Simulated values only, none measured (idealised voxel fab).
process module | voxel capacitor over wiring
cross-section cut | 255 nm wide | cells 5 nm
A cross-section is a grid of square cells, given in bands from the top down. A band is one or more rows of cells.
Each band's line starts with the height of the band's top and of its bottom, in nm. Then come its materials from left to right, each with its width in nm. One material with "throughout" fills the band from edge to edge. "air" is empty space.
Height 0 is the level under which the wafer as received is all one material. The lowest band goes on downwards, as in "0 down".
A width such as "30 to 40" changes by the same amount from each row of cells to the next, from the band's top row to its bottom row.
"no change" after a step means that no cell of the cross-section changed.
closed voids: empty space of 8 cells or more with no open way to the top, each as width x height at its distance from the left edge, in nm
after a step's settings: what the simulator itself notes on the step
overlay nm, on a step with a mask: how far to the right of its planned place the mask lay; to the left if negative
plan
1 op RECEIVE | material Si
2 op CONFORMAL_DEP | material SiO2 | thk nm 15
3 op CONFORMAL_DEP | material SiCN | thk nm 5
4 op DIRECTIONAL_DEP | material lowk | thk nm 15
5 op PATTERN | tone open | mask id METAL_1 | material resist | width nm 25 | pitch nm 90 | thk nm 15 | overlay nm 0
6 op DIRECTIONAL_ETCH | etch materials lowk | depth nm 15
7 op DIRECTIONAL_ETCH | etch materials SiCN | depth nm 5
8 op STRIP | etch materials resist
9 op CONFORMAL_DEP | material TiN | thk nm 5
10 op FILL_DEP | material Cu | thk nm 5
11 op CMP | height nm 35
12 op EPI | material Ru | thk nm 5
13 op FILL_DEP | material SiCN | thk nm 5
14 op DIRECTIONAL_DEP | material lowk | thk nm 15
15 op DIRECTIONAL_DEP | material aC | thk nm 10
16 op PATTERN | tone open | mask id PLUG_1 | material resist | width nm 15 | thk nm 25 | overlay nm 0
17 op DIRECTIONAL_ETCH | etch materials aC | depth nm 10
18 op STRIP | etch materials resist
19 op DIRECTIONAL_ETCH | etch materials lowk | depth nm 15
20 op DIRECTIONAL_ETCH | etch materials SiCN | depth nm 5
21 op STRIP | etch materials aC
22 op EPI | material Ru | thk nm 10
23 op EPI | material Ru | thk nm 10
24 op DIRECTIONAL_DEP | material TiN | thk nm 5
25 op DIRECTIONAL_DEP | material SiN | thk nm 5
26 op DIRECTIONAL_DEP | material TiN | thk nm 10
27 op MASKED_ETCH | tone cover | mask id UPPER_PLATE | width nm 70 | etch materials TiN | depth nm 10 | overlay nm 0
28 op MASKED_ETCH | tone cover | mask id UPPER_PLATE | width nm 70 | etch materials SiN | depth nm 5 | overlay nm 0
29 op PATTERN | tone cover | mask id LOWER_PLATE | material resist | width nm 80 | thk nm 15 | overlay nm 0
30 op DIRECTIONAL_ETCH | etch materials TiN | depth nm 5
31 op STRIP | etch materials resist
32 op FILL_DEP | material SiO2 | thk nm 15
33 op CMP | height nm 90
34 op PATTERN | tone open | mask id PLUG_2 | material resist | width nm 15 | thk nm 15 | overlay nm 0
35 op DIRECTIONAL_ETCH | etch materials SiO2 | depth nm 10
36 op STRIP | etch materials resist
37 op CONFORMAL_DEP | material TiN | thk nm 5
38 op FILL_DEP | material W | thk nm 5
39 op CMP | height nm 90
40 op CONFORMAL_DEP | material SiN | thk nm 5
as received, after step 1
  0 down: Si throughout
  closed voids: none
a wafer at the end: this start, this plan, one mistake
  95 to 90: SiN throughout
  90 to 85: SiO2 90 | TiN 5 | W 5 | TiN 5 | SiO2 150
  85 to 80: SiO2 90 | TiN 15 | SiO2 150
  80 to 70: SiO2 95 | TiN 55 | SiO2 105
  70 to 65: SiO2 80 | TiN 15 | SiN 55 | SiO2 105
  65 to 60: SiO2 75 | TiN 80 | SiO2 100
  60 to 55: lowk 80 | SiN 15 | lowk 160
  55 to 50: lowk 80 | TiN 15 | lowk 160
  50 to 45: lowk 80 | Ru 15 | lowk 160
  45 to 40: SiCN 80 | Ru 15 | SiCN 160
  40 to 35: SiCN 65 | Ru 35 | SiCN 55 | Ru 35 | SiCN 65
  35 to 20: lowk 70 | TiN 5 | Cu 15 | TiN 5 | lowk 65 | TiN 5 | Cu 15 | TiN 5 | lowk 70
  20 to 15: SiCN 70 | TiN 25 | SiCN 65 | TiN 25 | SiCN 70
  15 to 0: SiO2 throughout
  0 down: Si throughout
  closed voids: none
what went wrong: one of the steps 22 and 23, which are alike, was left out
